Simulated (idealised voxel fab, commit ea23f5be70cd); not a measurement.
process module | voxel self aligned vias
cross-section cut | 210 nm wide | cells 5 nm
A cross-section is a grid of square cells, given in bands from the top down. A band is one or more rows of cells.
Each band's line starts with the height of the band's top and of its bottom, in nm. Then come its materials from left to right, each with its width in nm. One material with "throughout" fills the band from edge to edge. "air" is empty space.
Height 0 is the level under which the wafer as received is all one material. The lowest band goes on downwards, as in "0 down".
A width such as "30 to 40" changes by the same amount from each row of cells to the next, from the band's top row to its bottom row.
"no change" after a step means that no cell of the cross-section changed.
closed voids: empty space of 8 cells or more with no open way to the top, each as width x height at its distance from the left edge, in nm
after a step's settings: what the simulator itself notes on the step
overlay nm, on a step with a mask: how far to the right of its planned place the mask lay; to the left if negative
plan
1 op RECEIVE | material Si
2 op CONFORMAL_DEP | material SiO2 | thk nm 10
3 op CONFORMAL_DEP | material SiCN | thk nm 5
4 op DIRECTIONAL_DEP | material lowk | thk nm 25
5 op PATTERN | tone open | mask id LINES | material resist | width nm 25 | pitch nm 55 | thk nm 15 | overlay nm 0
6 op DIRECTIONAL_ETCH | etch materials lowk | depth nm 25
7 op STRIP | etch materials resist
8 op CONFORMAL_DEP | material TiN | thk nm 5
9 op FILL_DEP | material Ru | thk nm 5
10 op CMP | height nm 40
11 op SELECTIVE_ETCH | etch materials W Ru TiN | depth nm 10
12 op FILL_DEP | material SiN | thk nm 5
13 op CMP | height nm 40
14 op DIRECTIONAL_DEP | material lowk | thk nm 20
15 op MASKED_ETCH | tone open | mask id VIAS | width nm 35 | pitch nm 55 | etch materials lowk | depth nm 20 | overlay nm 0
16 op MASKED_ETCH | tone open | mask id VIAS | width nm 35 | pitch nm 55 | etch materials SiN | depth nm 10 | overlay nm 0
17 op CONFORMAL_DEP | material TiN | thk nm 5
18 op FILL_DEP | material Ru | thk nm 5
19 op CMP | height nm 60
20 op CONFORMAL_DEP | material SiN | thk nm 5
as received, after step 1
  0 down: Si throughout
  closed voids: none
a wafer at the end: this start, this plan, one mistake
  65 to 60: SiN throughout
  60 to 40: lowk 30 | TiN 35 | lowk 20 | TiN 35 | lowk 20 | TiN 35 | lowk 35
  40 to 30: lowk 35 | TiN 25 | lowk 30 | TiN 25 | lowk 30 | TiN 25 | lowk 40
  30 to 20: lowk 35 | TiN 5 | Ru 15 | TiN 5 | lowk 30 | TiN 5 | Ru 15 | TiN 5 | lowk 30 | TiN 5 | Ru 15 | TiN 5 | lowk 40
  20 to 15: lowk 35 | TiN 25 | lowk 30 | TiN 25 | lowk 30 | TiN 25 | lowk 40
  15 to 10: SiCN throughout
  10 to 0: SiO2 throughout
  0 down: Si throughout
  closed voids: none
what went wrong: step 18 ran as: op FILL_DEP | material TiN | thk nm 5
